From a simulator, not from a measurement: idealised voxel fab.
The document below concerns the process module designated voxel released beams.
The cross-section on display is named cut; it measures 200 nm wide, and its cells are 5 nm squares.
Cross-section format: a grid of square cells, given as bands from top to bottom; each band is one or more rows of cells.
The band entry comprises the height of the band's top followed by the height of its bottom, expressed in nm, and subsequently the band's materials from left to right, each stated together with its width in nm. Where a single material is marked with the word "throughout", that material fills the band from edge to edge. The word "blank" represents empty space.
Heights from 0 (as-received wafer is one material below). Bottom band endless downward, as "0 down".
When a width is written as two numbers, as in "30..40", the first number is the width in the top row of cells of the band and the second is the width in its bottom row, and the width changes by the same amount from each row to the next.
"remained the same" for a step: no cell of the cross-section changed in that step.
In the "Internal closed voids" entry, you get each enclosed empty space of 8 cells or more, one with no open way to the top, written width x height at distance, distance from the left edge, in nm.
On a step's line, text after the settings is the simulator commenting on that step.
overlay nm, on a step with a mask: how far to the right of its planned place the mask lay; to the left if negative
THE FOLLOWING LIST GIVES THE PLANNED PROCESS STEPS
1: RECEIVE | material Si
2: CONFORMAL_DEP | material SiN | thk nm 10
3: DIRECTIONAL_DEP | material SiO2 | thk nm 20
4: MASKED_ETCH | tone open | mask id ANCHOR | width nm 30 | etch materials SiO2 | depth nm 20 | overlay nm 0
5: CONFORMAL_DEP | material TiN | thk nm 10
6: DIRECTIONAL_DEP | material aC | thk nm 15
7: PATTERN | tone cover | mask id BEAM | material resist | width nm 100 | thk nm 30 | overlay nm 0
8: DIRECTIONAL_ETCH | etch materials aC | depth nm 15
9: STRIP | etch materials resist
10: DIRECTIONAL_ETCH | etch materials TiN | depth nm 10
11: STRIP | etch materials aC
12: STRIP | etch materials SiO2
FIRST WAFER OF TWO (RUN AS PLANNED)
WAFER AT RECEIPT (POST STEP 1), CROSS-SECTION
0 down: Si throughout
Internal closed voids: none
WAFER XSEC, POST STEP 2
10 to 0: SiN throughout
At heights below 0, the structure remains unaltered.
WAFER XSEC, POST STEP 3
30 to 10: SiO2 throughout
At heights below 10, the structure remains unaltered.
WAFER XSEC, POST STEP 4
30 to 10: SiO2 50, then blank 30, then SiO2 120
At heights below 10, the structure remains unaltered.
WAFER XSEC, POST STEP 5
40 to 30: TiN 60, then blank 10, then TiN 130
30 to 20: SiO2 50, then TiN 10, then blank 10, then TiN 10, then SiO2 120
20 to 10: SiO2 50, then TiN 30, then SiO2 120
At heights below 10, the structure remains unaltered.
WAFER XSEC, POST STEP 6
55 to 40: aC 60, then blank 10, then aC 130
40 to 35: TiN 60, then blank 10, then TiN 130
35 to 30: TiN 60, then aC 10, then TiN 130
30 to 20: SiO2 50, then TiN 10, then aC 10, then TiN 10, then SiO2 120
At heights below 20, the structure remains unaltered.
WAFER XSEC, POST STEP 7
85 to 55: blank 45, then resist 100, then blank 55
55 to 40: aC 60, then resist 10, then aC 130
40 to 35: TiN 60, then resist 10, then TiN 130
At heights below 35, the structure remains unaltered.
WAFER XSEC, POST STEP 8
70 to 55: blank 45, then resist 100, then blank 55
55 to 40: blank 45, then aC 15, then resist 10, then aC 75, then blank 55
At heights below 40, the structure remains unaltered.
WAFER XSEC, POST STEP 9
55 to 40: blank 45, then aC 15, then blank 10, then aC 75, then blank 55
40 to 35: TiN 60, then blank 10, then TiN 130
At heights below 35, the structure remains unaltered.
WAFER XSEC, POST STEP 10
55 to 40: blank 45, then aC 15, then blank 10, then aC 75, then blank 55
40 to 35: blank 45, then TiN 15, then blank 10, then TiN 75, then blank 55
35 to 30: blank 45, then TiN 15, then aC 10, then TiN 75, then blank 55
At heights below 30, the structure remains unaltered.
WAFER XSEC, POST STEP 11
40 to 30: blank 45, then TiN 15, then blank 10, then TiN 75, then blank 55
30 to 20: SiO2 50, then TiN 10, then blank 10, then TiN 10, then SiO2 120
At heights below 20, the structure remains unaltered.
WAFER XSEC, POST STEP 12
40 to 30: blank 45, then TiN 15, then blank 10, then TiN 75, then blank 55
30 to 20: blank 50, then TiN 10, then blank 10, then TiN 10, then blank 120
20 to 10: blank 50, then TiN 30, then blank 120
At heights below 10, the structure remains unaltered.
HERE THE SECOND WAFER IS DESCRIBED. ITS START AND ITS PLAN WERE THOSE OF THE FIRST WAFER. ITS RUN CONTAINED ONE MISTAKE. UP TO AND INCLUDING STEP 6, IT DID EXACTLY WHAT THE FIRST WAFER DID
SECOND WAFER, CROSS-SECTION, PLANNED END OF STEP 7
85 to 55: blank 55, then resist 100, then blank 45
55 to 40: aC 60, then resist 10, then aC 130
40 to 35: TiN 60, then resist 10, then TiN 130
At heights below 35, the structure remains unaltered.
SECOND WAFER, CROSS-SECTION, PLANNED END OF STEP 8
70 to 55: blank 55, then resist 100, then blank 45
55 to 40: blank 55, then aC 5, then resist 10, then aC 85, then blank 45
At heights below 40, the structure remains unaltered.
SECOND WAFER, CROSS-SECTION, PLANNED END OF STEP 9
55 to 40: blank 55, then aC 5, then blank 10, then aC 85, then blank 45
40 to 35: TiN 60, then blank 10, then TiN 130
At heights below 35, the structure remains unaltered.
SECOND WAFER, CROSS-SECTION, PLANNED END OF STEP 10
55 to 40: blank 55, then aC 5, then blank 10, then aC 85, then blank 45
40 to 35: blank 55, then TiN 5, then blank 10, then TiN 85, then blank 45
35 to 30: blank 55, then TiN 5, then aC 10, then TiN 85, then blank 45
At heights below 30, the structure remains unaltered.
SECOND WAFER, CROSS-SECTION, PLANNED END OF STEP 11
40 to 30: blank 55, then TiN 5, then blank 10, then TiN 85, then blank 45
30 to 20: SiO2 50, then TiN 10, then blank 10, then TiN 10, then SiO2 120
At heights below 20, the structure remains unaltered.
SECOND WAFER, CROSS-SECTION, PLANNED END OF STEP 12
40 to 30: blank 55, then TiN 5, then blank 10, then TiN 85, then blank 45
30 to 20: blank 50, then TiN 10, then blank 10, then TiN 10, then blank 120
20 to 10: blank 50, then TiN 30, then blank 120
At heights below 10, the structure remains unaltered.
Want to know what went wrong? step 7 was run on a setting that differed from the plan, and what really ran there is PATTERN | tone cover | mask id BEAM | material resist | width nm 100 | thk nm 30 | overlay nm 10
So at the finish, the second wafer's got exactly as many cells of each material as the first, just not in the same spots.
